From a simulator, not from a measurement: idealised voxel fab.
The following is a process module called voxel air gaps.
cross-section cut | 265 nm wide | cells 5 nm
Cross-section, as written here: a square-cell grid given band by band from the top down, where a band holds one or more rows of cells.
A band entry consists of two parts. The first gives the height of the band's top and the height of its bottom, in nm. The rest lists the band's materials from left to right, each with its width in nm. A single material labelled with the word "throughout" fills the band from edge to edge, and the word "empty" marks empty space.
Beneath 0, the wafer as received is one material, and that level is where height counting begins. The lowest band goes on downward without a bottom; it is written like "top 0, no bottom".
When a width is written as two numbers, as in "30 to 40", the first number is the width in the top row of cells of the band and the second is the width in its bottom row, and the width changes by the same amount from each row to the next.
The cross-section has no changed cell in any step marked "everything unchanged".
"Fully closed voids": empty spaces of 8 cells or more with no open way to the top, each given as width x height at distance, distance from the left edge, all in nm.
That trailing text on a step's line, after the settings, is the simulator's own remark on the step.
overlay nm: right-of-plan distance of the mask on a masked step; negative values mean left-of-plan.
## So here's the lineup of process steps we planned
| 1 | RECEIVE with material Si |
| 2 | CONFORMAL_DEP with material SiO2, thk nm 15 |
| 3 | CONFORMAL_DEP with material SiN, thk nm 5 |
| 4 | DIRECTIONAL_DEP with material SiO2, thk nm 40 |
| 5 | DIRECTIONAL_DEP with material aC, thk nm 15 |
| 6 | PATTERN with tone open, mask id LINES, material resist, width nm 15, pitch nm 40, thk nm 35, overlay nm 0 |
| 7 | DIRECTIONAL_ETCH with etch materials aC, depth nm 15 |
| 8 | STRIP with etch materials resist |
| 9 | DIRECTIONAL_ETCH with etch materials SiO2, depth nm 40 |
| 10 | STRIP with etch materials aC |
| 11 | CONFORMAL_DEP with material TiN, thk nm 5 |
| 12 | FILL_DEP with material W, thk nm 10 |
| 13 | CMP with height nm 60 |
| 14 | EPI with material Ru, thk nm 10 |
| 15 | SELECTIVE_ETCH with etch materials SiO2, depth nm 50 |
| 16 | CONFORMAL_DEP with material SiN, thk nm 5 |
## Cross-section of the wafer at receipt, which is the condition after step 1
  top 0, no bottom: Si throughout
  Fully closed voids: none
## Final cross-section, module run with one mistake (start and plan as above)
  top 90, bottom 85: SiN throughout
  top 85, bottom 75: Ru throughout
  top 75, bottom 65: W throughout
  top 65, bottom 60: TiN 90, then W 5, then TiN 35, then W 5, then TiN 35, then W 5, then TiN 90
  top 60, bottom 25: SiO2 85, then TiN 5, then W 5, then TiN 5, then SiO2 25, then TiN 5, then W 5, then TiN 5, then SiO2 25, then TiN 5, then W 5, then TiN 5, then SiO2 85
  top 25, bottom 20: SiO2 85, then TiN 15, then SiO2 25, then TiN 15, then SiO2 25, then TiN 15, then SiO2 85
  top 20, bottom 15: SiN throughout
  top 15, bottom 0: SiO2 throughout
  top 0, no bottom: Si throughout
  Fully closed voids: none
Where did the run depart from the plan? step 13 of the plan was jumped over and never run
